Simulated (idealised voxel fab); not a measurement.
The name of this process module is voxel transistor to metal.
FYI the section here is cut, 260 nm wide, cells are 5 nm squares.
Cross-section, as written here: a square-cell grid given band by band from the top down, where a band holds one or more rows of cells.
Band: top and bottom heights (nm) first, top before bottom; then materials from left to right, widths in nm. "full width" marks a sole material filling the band edge to edge. "empty" denotes empty space.
Zero point of the height axis is 0; under it, received wafer = one material. Lowest band: continues down indefinitely, "0 -> down".
Read "30..40" as a graded width: first number on top, second number at the bottom, same change between each pair of neighbouring rows.
Step marked "nothing altered"? Then no cell in the cross-section changed in it.
Heads up: "Sealed void list" only lists the empty pockets with no open path to the top that are 8 cells or more, and it writes them as width x height at distance, distance from the left edge, in nm.
Read whatever lies past the settings on a step's line as the simulator's own remark about the step.
On any step carrying a mask, the "overlay nm" setting, if present on the step's line, tells how far right of its planned place the mask lay; negative values point to the left.
-- The process steps that were planned are listed below
1) RECEIVE (material Si)
2) OXIDIZE (depth nm 5)
3) CONFORMAL_DEP (material SiN; thk nm 15)
4) DIRECTIONAL_DEP (material aC; thk nm 10)
5) PATTERN (tone cover; mask id ACTIVE; material resist; width nm 100; pitch nm 125; thk nm 30; overlay nm 0)
6) DIRECTIONAL_ETCH (etch materials aC; depth nm 10)
7) STRIP (etch materials resist)
8) DIRECTIONAL_ETCH (etch materials SiN; depth nm 15)
9) DIRECTIONAL_ETCH (etch materials SiO2; depth nm 5)
10) DIRECTIONAL_ETCH (etch materials Si; depth nm 25)
11) STRIP (etch materials aC)
12) OXIDIZE (depth nm 5)
13) FILL_DEP (material SiO2; thk nm 5)
14) CMP (height nm 15)
15) SELECTIVE_ETCH (etch materials SiO2; depth nm 10)
16) STRIP (etch materials SiN)
17) SELECTIVE_ETCH (etch materials SiO2; depth nm 5)
18) OXIDIZE (depth nm 5)
19) DIRECTIONAL_DEP (material polySi; thk nm 20)
20) DIRECTIONAL_DEP (material SiCN; thk nm 10)
21) DIRECTIONAL_DEP (material aC; thk nm 15)
22) PATTERN (tone cover; mask id GATE; material resist; width nm 20; pitch nm 125; thk nm 30; overlay nm 0)
23) DIRECTIONAL_ETCH (etch materials aC; depth nm 15)
24) STRIP (etch materials resist)
25) DIRECTIONAL_ETCH (etch materials SiCN; depth nm 20)
26) DIRECTIONAL_ETCH (etch materials polySi; depth nm 30)
27) STRIP (etch materials aC)
28) CONFORMAL_DEP (material SiO2; thk nm 5)
29) DIRECTIONAL_ETCH (etch materials SiO2; depth nm 5)
30) CONFORMAL_DEP (material SiN; thk nm 5)
31) DIRECTIONAL_ETCH (etch materials SiN; depth nm 5)
32) DIRECTIONAL_ETCH (etch materials SiO2; depth nm 5)
33) DIRECTIONAL_ETCH (etch materials Si; depth nm 15)
34) EPI (material nSi; thk nm 20)
35) FILL_DEP (material SiO2; thk nm 10)
36) CMP (height nm 25)
37) DIRECTIONAL_DEP (material SiO2; thk nm 10)
38) DIRECTIONAL_DEP (material aC; thk nm 10)
39) PATTERN (tone open; mask id CONTACT; material resist; width nm 20; thk nm 30; overlay nm 0)
40) DIRECTIONAL_ETCH (etch materials aC; depth nm 10)
41) STRIP (etch materials resist)
42) DIRECTIONAL_ETCH (etch materials SiO2; depth nm 40)
43) STRIP (etch materials aC)
44) CONFORMAL_DEP (material TiN; thk nm 5)
45) FILL_DEP (material W; thk nm 5)
46) CMP (height nm 35)
47) DIRECTIONAL_DEP (material TiN; thk nm 5)
48) DIRECTIONAL_DEP (material W; thk nm 25)
49) MASKED_ETCH (tone cover; mask id METAL_1; width nm 20; etch materials W; depth nm 25; overlay nm 0)
50) MASKED_ETCH (tone cover; mask id METAL_1; width nm 20; etch materials TiN; depth nm 5; overlay nm 0)
51) FILL_DEP (material SiO2; thk nm 10)
52) CMP (height nm 65)
53) CONFORMAL_DEP (material SiCN; thk nm 5)
-- First wafer out of two, processed as planned
-- Incoming wafer, cross-sectional view, post step 1
  0 -> down | Si full width
  Sealed void list: none
-- The wafer, seen in cross-section, after step 2
  0 -> -5 | SiO2 full width
  Rest of section, below -5: as before.
-- The wafer, seen in cross-section, after step 3
  15 -> 0 | SiN full width
  Rest of section, below 0: as before.
-- The wafer, seen in cross-section, after step 4
  25 -> 15 | aC full width
  Rest of section, below 15: as before.
-- The wafer, seen in cross-section, after step 5
  55 -> 25 | empty 15  resist 100  empty 25  resist 100  empty 20
  Rest of section, below 25: as before.
-- The wafer, seen in cross-section, after step 6
  45 -> 25 | empty 15  resist 100  empty 25  resist 100  empty 20
  25 -> 15 | empty 15  aC 100  empty 25  aC 100  empty 20
  Rest of section, below 15: as before.
-- The wafer, seen in cross-section, after step 7
  25 -> 15 | empty 15  aC 100  empty 25  aC 100  empty 20
  Rest of section, below 15: as before.
-- The wafer, seen in cross-section, after step 8
  25 -> 15 | empty 15  aC 100  empty 25  aC 100  empty 20
  15 -> 0 | empty 15  SiN 100  empty 25  SiN 100  empty 20
  Rest of section, below 0: as before.
-- The wafer, seen in cross-section, after step 9
  25 -> 15 | empty 15  aC 100  empty 25  aC 100  empty 20
  15 -> 0 | empty 15  SiN 100  empty 25  SiN 100  empty 20
  0 -> -5 | empty 15  SiO2 100  empty 25  SiO2 100  empty 20
  Rest of section, below -5: as before.
-- The wafer, seen in cross-section, after step 10
  25 -> 15 | empty 15  aC 100  empty 25  aC 100  empty 20
  15 -> 0 | empty 15  SiN 100  empty 25  SiN 100  empty 20
  0 -> -5 | empty 15  SiO2 100  empty 25  SiO2 100  empty 20
  -5 -> -30 | empty 15  Si 100  empty 25  Si 100  empty 20
  Rest of section, below -30: as before.
-- The wafer, seen in cross-section, after step 11
  15 -> 0 | empty 15  SiN 100  empty 25  SiN 100  empty 20
  Rest of section, below 0: as before.
-- The wafer, seen in cross-section, after step 12
  15 -> 0 | empty 15  SiN 100  empty 25  SiN 100  empty 20
  0 -> -5 | empty 15  SiO2 100  empty 25  SiO2 100  empty 20
  -5 -> -30 | empty 15  SiO2 5  Si 90  SiO2 5  empty 25  SiO2 5  Si 90  SiO2 5  empty 20
  -30 -> -35 | SiO2 20  Si 90  SiO2 35  Si 90  SiO2 25
  Rest of section, below -35: as before.
-- The wafer, seen in cross-section, after step 13
  20 -> 15 | SiO2 full width
  15 -> 0 | SiO2 15  SiN 100  SiO2 25  SiN 100  SiO2 20
  0 -> -5 | SiO2 full width
  -5 -> -35 | SiO2 20  Si 90  SiO2 35  Si 90  SiO2 25
  Rest of section, below -35: as before.
-- The wafer, seen in cross-section, after step 14
  15 -> 0 | SiO2 15  SiN 100  SiO2 25  SiN 100  SiO2 20
  Rest of section, below 0: as before.
-- The wafer, seen in cross-section, after step 15
  15 -> 5 | empty 15  SiN 100  empty 25  SiN 100  empty 20
  Rest of section, below 5: as before.
-- The wafer, seen in cross-section, after step 16
  5 -> 0 | SiO2 15  empty 100  SiO2 25  empty 100  SiO2 20
  Rest of section, below 0: as before.
-- The wafer, seen in cross-section, after step 17
  0 -> -5 | SiO2 10  empty 110  SiO2 15  empty 110  SiO2 15
  Rest of section, below -5: as before.
-- The wafer, seen in cross-section, after step 18
  0 -> -5 | SiO2 10  empty 110  SiO2 15  empty 110  SiO2 15
  -5 -> -10 | SiO2 full width
  Rest of section, below -10: as before.
-- The wafer, seen in cross-section, after step 19
  20 -> 15 | polySi 10  empty 110  polySi 15  empty 110  polySi 15
  15 -> 0 | polySi full width
  0 -> -5 | SiO2 10  polySi 110  SiO2 15  polySi 110  SiO2 15
  Rest of section, below -5: as before.
-- The wafer, seen in cross-section, after step 20
  30 -> 25 | SiCN 10  empty 110  SiCN 15  empty 110  SiCN 15
  25 -> 20 | SiCN full width
  20 -> 15 | polySi 10  SiCN 110  polySi 15  SiCN 110  polySi 15
  Rest of section, below 15: as before.
-- The wafer, seen in cross-section, after step 21
  45 -> 40 | aC 10  empty 110  aC 15  empty 110  aC 15
  40 -> 30 | aC full width
  30 -> 25 | SiCN 10  aC 110  SiCN 15  aC 110  SiCN 15
  Rest of section, below 25: as before.
-- The wafer, seen in cross-section, after step 22
  75 -> 45 | empty 55  resist 20  empty 105  resist 20  empty 60
  45 -> 40 | aC 10  empty 45  resist 20  empty 45  aC 15  empty 45  resist 20  empty 45  aC 15
  Rest of section, below 40: as before.
-- The wafer, seen in cross-section, after step 23
  60 -> 40 | empty 55  resist 20  empty 105  resist 20  empty 60
  40 -> 30 | empty 55  aC 20  empty 105  aC 20  empty 60
  30 -> 25 | SiCN 10  empty 45  aC 20  empty 45  SiCN 15  empty 45  aC 20  empty 45  SiCN 15
  Rest of section, below 25: as before.
-- The wafer, seen in cross-section, after step 24
  40 -> 30 | empty 55  aC 20  empty 105  aC 20  empty 60
  Rest of section, below 30: as before.
-- The wafer, seen in cross-section, after step 25
  40 -> 25 | empty 55  aC 20  empty 105  aC 20  empty 60
  25 -> 20 | empty 55  SiCN 20  empty 105  SiCN 20  empty 60
  20 -> 15 | polySi 10  empty 45  SiCN 20  empty 45  polySi 15  empty 45  SiCN 20  empty 45  polySi 15
  Rest of section, below 15: as before.
-- The wafer, seen in cross-section, after step 26
  40 -> 25 | empty 55  aC 20  empty 105  aC 20  empty 60
  25 -> 15 | empty 55  SiCN 20  empty 105  SiCN 20  empty 60
  15 -> 0 | empty 55  polySi 20  empty 105  polySi 20  empty 60
  0 -> -5 | SiO2 10  empty 45  polySi 20  empty 45  SiO2 15  empty 45  polySi 20  empty 45  SiO2 15
  Rest of section, below -5: as before.
-- The wafer, seen in cross-section, after step 27
  25 -> 15 | empty 55  SiCN 20  empty 105  SiCN 20  empty 60
  Rest of section, below 15: as before.
-- The wafer, seen in cross-section, after step 28
  30 -> 25 | empty 50  SiO2 30  empty 95  SiO2 30  empty 55
  25 -> 15 | empty 50  SiO2 5  SiCN 20  SiO2 5  empty 95  SiO2 5  SiCN 20  SiO2 5  empty 55
  15 -> 5 | empty 50  SiO2 5  polySi 20  SiO2 5  empty 95  SiO2 5  polySi 20  SiO2 5  empty 55
  5 -> 0 | SiO2 15  empty 35  SiO2 5  polySi 20  SiO2 5  empty 35  SiO2 25  empty 35  SiO2 5  polySi 20  SiO2 5  empty 35  SiO2 20
  0 -> -5 | SiO2 55  polySi 20  SiO2 105  polySi 20  SiO2 60
  Rest of section, below -5: as before.
-- The wafer, seen in cross-section, after step 29
  25 -> 15 | empty 50  SiO2 5  SiCN 20  SiO2 5  empty 95  SiO2 5  SiCN 20  SiO2 5  empty 55
  15 -> 0 | empty 50  SiO2 5  polySi 20  SiO2 5  empty 95  SiO2 5  polySi 20  SiO2 5  empty 55
  0 -> -5 | SiO2 15  empty 35  SiO2 5  polySi 20  SiO2 5  empty 35  SiO2 25  empty 35  SiO2 5  polySi 20  SiO2 5  empty 35  SiO2 20
  Rest of section, below -5: as before.
-- The wafer, seen in cross-section, after step 30
  30 -> 25 | empty 45  SiN 40  empty 85  SiN 40  empty 50
  25 -> 15 | empty 45  SiN 5  SiO2 5  SiCN 20  SiO2 5  SiN 5  empty 85  SiN 5  SiO2 5  SiCN 20  SiO2 5  SiN 5  empty 50
  15 -> 5 | empty 45  SiN 5  SiO2 5  polySi 20  SiO2 5  SiN 5  empty 85  SiN 5  SiO2 5  polySi 20  SiO2 5  SiN 5  empty 50
  5 -> 0 | SiN 20  empty 25  SiN 5  SiO2 5  polySi 20  SiO2 5  SiN 5  empty 25  SiN 35  empty 25  SiN 5  SiO2 5  polySi 20  SiO2 5  SiN 5  empty 25  SiN 25
  0 -> -5 | SiO2 15  SiN 35  SiO2 5  polySi 20  SiO2 5  SiN 35  SiO2 25  SiN 35  SiO2 5  polySi 20  SiO2 5  SiN 35  SiO2 20
  Rest of section, below -5: as before.
-- The wafer, seen in cross-section, after step 31
  25 -> 15 | empty 45  SiN 5  SiO2 5  SiCN 20  SiO2 5  SiN 5  empty 85  SiN 5  SiO2 5  SiCN 20  SiO2 5  SiN 5  empty 50
  15 -> 0 | empty 45  SiN 5  SiO2 5  polySi 20  SiO2 5  SiN 5  empty 85  SiN 5  SiO2 5  polySi 20  SiO2 5  SiN 5  empty 50
  0 -> -5 | SiO2 15  SiN 5  empty 25  SiN 5  SiO2 5  polySi 20  SiO2 5  SiN 5  empty 25  SiN 5  SiO2 25  SiN 5  empty 25  SiN 5  SiO2 5  polySi 20  SiO2 5  SiN 5  empty 25  SiN 5  SiO2 20
  Rest of section, below -5: as before.
-- The wafer, seen in cross-section, after step 32
  25 -> 20 | empty 45  SiN 5  empty 5  SiCN 20  empty 5  SiN 5  empty 85  SiN 5  empty 5  SiCN 20  empty 5  SiN 5  empty 50
  20 -> 15 | empty 45  SiN 5  SiO2 5  SiCN 20  SiO2 5  SiN 5  empty 85  SiN 5  SiO2 5  SiCN 20  SiO2 5  SiN 5  empty 50
  15 -> 0 | empty 45  SiN 5  SiO2 5  polySi 20  SiO2 5  SiN 5  empty 85  SiN 5  SiO2 5  polySi 20  SiO2 5  SiN 5  empty 50
  0 -> -5 | empty 15  SiN 5  empty 25  SiN 5  SiO2 5  polySi 20  SiO2 5  SiN 5  empty 25  SiN 5  empty 25  SiN 5  empty 25  SiN 5  SiO2 5  polySi 20  SiO2 5  SiN 5  empty 25  SiN 5  empty 20
  -5 -> -10 | SiO2 20  empty 25  SiO2 40  empty 25  SiO2 35  empty 25  SiO2 40  empty 25  SiO2 25
  Rest of section, below -10: as before.
-- The wafer, seen in cross-section, after step 33
  25 -> 20 | empty 45  SiN 5  empty 5  SiCN 20  empty 5  SiN 5  empty 85  SiN 5  empty 5  SiCN 20  empty 5  SiN 5  empty 50
  20 -> 15 | empty 45  SiN 5  SiO2 5  SiCN 20  SiO2 5  SiN 5  empty 85  SiN 5  SiO2 5  SiCN 20  SiO2 5  SiN 5  empty 50
  15 -> 0 | empty 45  SiN 5  SiO2 5  polySi 20  SiO2 5  SiN 5  empty 85  SiN 5  SiO2 5  polySi 20  SiO2 5  SiN 5  empty 50
  0 -> -5 | empty 15  SiN 5  empty 25  SiN 5  SiO2 5  polySi 20  SiO2 5  SiN 5  empty 25  SiN 5  empty 25  SiN 5  empty 25  SiN 5  SiO2 5  polySi 20  SiO2 5  SiN 5  empty 25  SiN 5  empty 20
  -5 -> -10 | SiO2 20  empty 25  SiO2 40  empty 25  SiO2 35  empty 25  SiO2 40  empty 25  SiO2 25
  -10 -> -25 | SiO2 20  empty 25  Si 40  empty 25  SiO2 35  empty 25  Si 40  empty 25  SiO2 25
  Rest of section, below -25: as before.
-- The wafer, seen in cross-section, after step 34
  25 -> 20 | empty 45  SiN 5  empty 5  SiCN 20  empty 5  SiN 5  empty 85  SiN 5  empty 5  SiCN 20  empty 5  SiN 5  empty 50
  20 -> 15 | empty 45  SiN 5  SiO2 5  SiCN 20  SiO2 5  SiN 5  empty 85  SiN 5  SiO2 5  SiCN 20  SiO2 5  SiN 5  empty 50
  15 -> 10 | empty 45  SiN 5  SiO2 5  polySi 20  SiO2 5  SiN 5  empty 85  SiN 5  SiO2 5  polySi 20  SiO2 5  SiN 5  empty 50
  10 -> 0 | empty 25  nSi 20  SiN 5  SiO2 5  polySi 20  SiO2 5  SiN 5  nSi 20  empty 45  nSi 20  SiN 5  SiO2 5  polySi 20  SiO2 5  SiN 5  nSi 20  empty 30
  0 -> -5 | empty 15  SiN 5  empty 5  nSi 20  SiN 5  SiO2 5  polySi 20  SiO2 5  SiN 5  nSi 20  empty 5  SiN 5  empty 25  SiN 5  empty 5  nSi 20  SiN 5  SiO2 5  polySi 20  SiO2 5  SiN 5  nSi 20  empty 5  SiN 5  empty 20
  -5 -> -10 | SiO2 20  nSi 25  SiO2 40  nSi 25  SiO2 35  nSi 25  SiO2 40  nSi 25  SiO2 25
  -10 -> -25 | SiO2 20  nSi 25  Si 40  nSi 25  SiO2 35  nSi 25  Si 40  nSi 25  SiO2 25
  Rest of section, below -25: as before.
-- The wafer, seen in cross-section, after step 35
  35 -> 25 | SiO2 full width
  25 -> 15 | SiO2 45  SiN 5  SiO2 5  SiCN 20  SiO2 5  SiN 5  SiO2 85  SiN 5  SiO2 5  SiCN 20  SiO2 5  SiN 5  SiO2 50
  15 -> 10 | SiO2 45  SiN 5  SiO2 5  polySi 20  SiO2 5  SiN 5  SiO2 85  SiN 5  SiO2 5  polySi 20  SiO2 5  SiN 5  SiO2 50
  10 -> 0 | SiO2 25  nSi 20  SiN 5  SiO2 5  polySi 20  SiO2 5  SiN 5  nSi 20  SiO2 45  nSi 20  SiN 5  SiO2 5  polySi 20  SiO2 5  SiN 5  nSi 20  SiO2 30
  0 -> -5 | SiO2 15  SiN 5  SiO2 5  nSi 20  SiN 5  SiO2 5  polySi 20  SiO2 5  SiN 5  nSi 20  SiO2 5  SiN 5  SiO2 25  SiN 5  SiO2 5  nSi 20  SiN 5  SiO2 5  polySi 20  SiO2 5  SiN 5  nSi 20  SiO2 5  SiN 5  SiO2 20
  Rest of section, below -5: as before.
-- The wafer, seen in cross-section, after step 36
  25 -> 15 | SiO2 45  SiN 5  SiO2 5  SiCN 20  SiO2 5  SiN 5  SiO2 85  SiN 5  SiO2 5  SiCN 20  SiO2 5  SiN 5  SiO2 50
  Rest of section, below 15: as before.
-- The wafer, seen in cross-section, after step 37
  35 -> 25 | SiO2 full width
  Rest of section, below 25: as before.
-- The wafer, seen in cross-section, after step 38
  45 -> 35 | aC full width
  Rest of section, below 35: as before.
-- The wafer, seen in cross-section, after step 39
  75 -> 45 | resist 20  empty 20  resist 50  empty 20  resist 35  empty 20  resist 50  empty 20  resist 25
  Rest of section, below 45: as before.
-- The wafer, seen in cross-section, after step 40
  65 -> 45 | resist 20  empty 20  resist 50  empty 20  resist 35  empty 20  resist 50  empty 20  resist 25
  45 -> 35 | aC 20  empty 20  aC 50  empty 20  aC 35  empty 20  aC 50  empty 20  aC 25
  Rest of section, below 35: as before.
-- The wafer, seen in cross-section, after step 41
  45 -> 35 | aC 20  empty 20  aC 50  empty 20  aC 35  empty 20  aC 50  empty 20  aC 25
  Rest of section, below 35: as before.
-- The wafer, seen in cross-section, after step 42
  45 -> 35 | aC 20  empty 20  aC 50  empty 20  aC 35  empty 20  aC 50  empty 20  aC 25
  35 -> 25 | SiO2 20  empty 20  SiO2 50  empty 20  SiO2 35  empty 20  SiO2 50  empty 20  SiO2 25
  25 -> 15 | SiO2 20  empty 20  SiO2 5  SiN 5  SiO2 5  SiCN 20  SiO2 5  SiN 5  SiO2 5  empty 20  SiO2 35  empty 20  SiO2 5  SiN 5  SiO2 5  SiCN 20  SiO2 5  SiN 5  SiO2 5  empty 20  SiO2 25
  15 -> 10 | SiO2 20  empty 20  SiO2 5  SiN 5  SiO2 5  polySi 20  SiO2 5  SiN 5  SiO2 5  empty 20  SiO2 35  empty 20  SiO2 5  SiN 5  SiO2 5  polySi 20  SiO2 5  SiN 5  SiO2 5  empty 20  SiO2 25
  10 -> 0 | SiO2 20  empty 5  nSi 20  SiN 5  SiO2 5  polySi 20  SiO2 5  SiN 5  nSi 20  empty 5  SiO2 35  empty 5  nSi 20  SiN 5  SiO2 5  polySi 20  SiO2 5  SiN 5  nSi 20  empty 5  SiO2 25
  0 -> -5 | SiO2 15  SiN 5  empty 5  nSi 20  SiN 5  SiO2 5  polySi 20  SiO2 5  SiN 5  nSi 20  empty 5  SiN 5  SiO2 25  SiN 5  empty 5  nSi 20  SiN 5  SiO2 5  polySi 20  SiO2 5  SiN 5  nSi 20  empty 5  SiN 5  SiO2 20
  Rest of section, below -5: as before.
-- The wafer, seen in cross-section, after step 43
  35 -> 25 | SiO2 20  empty 20  SiO2 50  empty 20  SiO2 35  empty 20  SiO2 50  empty 20  SiO2 25
  Rest of section, below 25: as before.
-- The wafer, seen in cross-section, after step 44
  40 -> 35 | TiN 25  empty 10  TiN 60  empty 10  TiN 45  empty 10  TiN 60  empty 10  TiN 30
  35 -> 25 | SiO2 20  TiN 5  empty 10  TiN 5  SiO2 50  TiN 5  empty 10  TiN 5  SiO2 35  TiN 5  empty 10  TiN 5  SiO2 50  TiN 5  empty 10  TiN 5  SiO2 25
  25 -> 15 | SiO2 20  TiN 5  empty 10  TiN 5  SiO2 5  SiN 5  SiO2 5  SiCN 20  SiO2 5  SiN 5  SiO2 5  TiN 5  empty 10  TiN 5  SiO2 35  TiN 5  empty 10  TiN 5  SiO2 5  SiN 5  SiO2 5  SiCN 20  SiO2 5  SiN 5  SiO2 5  TiN 5  empty 10  TiN 5  SiO2 25
  15 -> 10 | SiO2 20  TiN 20  SiO2 5  SiN 5  SiO2 5  polySi 20  SiO2 5  SiN 5  SiO2 5  TiN 20  SiO2 35  TiN 20  SiO2 5  SiN 5  SiO2 5  polySi 20  SiO2 5  SiN 5  SiO2 5  TiN 20  SiO2 25
  10 -> 0 | SiO2 20  TiN 5  nSi 20  SiN 5  SiO2 5  polySi 20  SiO2 5  SiN 5  nSi 20  TiN 5  SiO2 35  TiN 5  nSi 20  SiN 5  SiO2 5  polySi 20  SiO2 5  SiN 5  nSi 20  TiN 5  SiO2 25
  0 -> -5 | SiO2 15  SiN 5  TiN 5  nSi 20  SiN 5  SiO2 5  polySi 20  SiO2 5  SiN 5  nSi 20  TiN 5  SiN 5  SiO2 25  SiN 5  TiN 5  nSi 20  SiN 5  SiO2 5  polySi 20  SiO2 5  SiN 5  nSi 20  TiN 5  SiN 5  SiO2 20
  Rest of section, below -5: as before.
-- The wafer, seen in cross-section, after step 45
  45 -> 40 | W full width
  40 -> 35 | TiN 25  W 10  TiN 60  W 10  TiN 45  W 10  TiN 60  W 10  TiN 30
  35 -> 25 | SiO2 20  TiN 5  W 10  TiN 5  SiO2 50  TiN 5  W 10  TiN 5  SiO2 35  TiN 5  W 10  TiN 5  SiO2 50  TiN 5  W 10  TiN 5  SiO2 25
  25 -> 15 | SiO2 20  TiN 5  W 10  TiN 5  SiO2 5  SiN 5  SiO2 5  SiCN 20  SiO2 5  SiN 5  SiO2 5  TiN 5  W 10  TiN 5  SiO2 35  TiN 5  W 10  TiN 5  SiO2 5  SiN 5  SiO2 5  SiCN 20  SiO2 5  SiN 5  SiO2 5  TiN 5  W 10  TiN 5  SiO2 25
  Rest of section, below 15: as before.
-- The wafer, seen in cross-section, after step 46
  35 -> 25 | SiO2 20  TiN 5  W 10  TiN 5  SiO2 50  TiN 5  W 10  TiN 5  SiO2 35  TiN 5  W 10  TiN 5  SiO2 50  TiN 5  W 10  TiN 5  SiO2 25
  Rest of section, below 25: as before.
-- The wafer, seen in cross-section, after step 47
  40 -> 35 | TiN full width
  Rest of section, below 35: as before.
-- The wafer, seen in cross-section, after step 48
  65 -> 40 | W full width
  Rest of section, below 40: as before.
-- The wafer, seen in cross-section, after step 49
  65 -> 40 | empty 20  W 20  empty 50  W 20  empty 35  W 20  empty 50  W 20  empty 25
  Rest of section, below 40: as before.
-- The wafer, seen in cross-section, after step 50
  65 -> 40 | empty 20  W 20  empty 50  W 20  empty 35  W 20  empty 50  W 20  empty 25
  40 -> 35 | empty 20  TiN 20  empty 50  TiN 20  empty 35  TiN 20  empty 50  TiN 20  empty 25
  Rest of section, below 35: as before.
-- The wafer, seen in cross-section, after step 51
  75 -> 65 | SiO2 full width
  65 -> 40 | SiO2 20  W 20  SiO2 50  W 20  SiO2 35  W 20  SiO2 50  W 20  SiO2 25
  40 -> 35 | SiO2 20  TiN 20  SiO2 50  TiN 20  SiO2 35  TiN 20  SiO2 50  TiN 20  SiO2 25
  Rest of section, below 35: as before.
-- The wafer, seen in cross-section, after step 52
  65 -> 40 | SiO2 20  W 20  SiO2 50  W 20  SiO2 35  W 20  SiO2 50  W 20  SiO2 25
  Rest of section, below 40: as before.
-- The wafer, seen in cross-section, after step 53
  70 -> 65 | SiCN full width
  Rest of section, below 65: as before.
-- Now the other wafer: same start, same recipe, but we messed up one thing when running it. Up to and including step 46 it's the same as the first one
-- Second wafer, sectioned view, at step 47's planned end time
  60 -> 35 | W full width
  Rest of section, below 35: as before.
-- Second wafer, sectioned view, at step 48's planned end time
  65 -> 60 | TiN full width
  Rest of section, below 60: as before.
Second wafer, sectioned view, at step 49's planned end time: nothing altered
-- Second wafer, sectioned view, at step 50's planned end time
  65 -> 60 | empty 20  TiN 20  empty 50  TiN 20  empty 35  TiN 20  empty 50  TiN 20  empty 25
  Rest of section, below 60: as before.
-- Second wafer, sectioned view, at step 51's planned end time
  75 -> 65 | SiO2 full width
  65 -> 60 | SiO2 20  TiN 20  SiO2 50  TiN 20  SiO2 35  TiN 20  SiO2 50  TiN 20  SiO2 25
  Rest of section, below 60: as before.
-- Second wafer, sectioned view, at step 52's planned end time
  65 -> 60 | SiO2 20  TiN 20  SiO2 50  TiN 20  SiO2 35  TiN 20  SiO2 50  TiN 20  SiO2 25
  Rest of section, below 60: as before.
-- Second wafer, sectioned view, at step 53's planned end time
  70 -> 65 | SiCN full width
  Rest of section, below 65: as before.
Which mistake was made when the wafer was run? contrary to the plan, steps 47 and 48 were processed in exchanged order
The second wafer ends with more or fewer cells of some materials than the first, per final count: 180 fewer of SiO2, 180 more of W
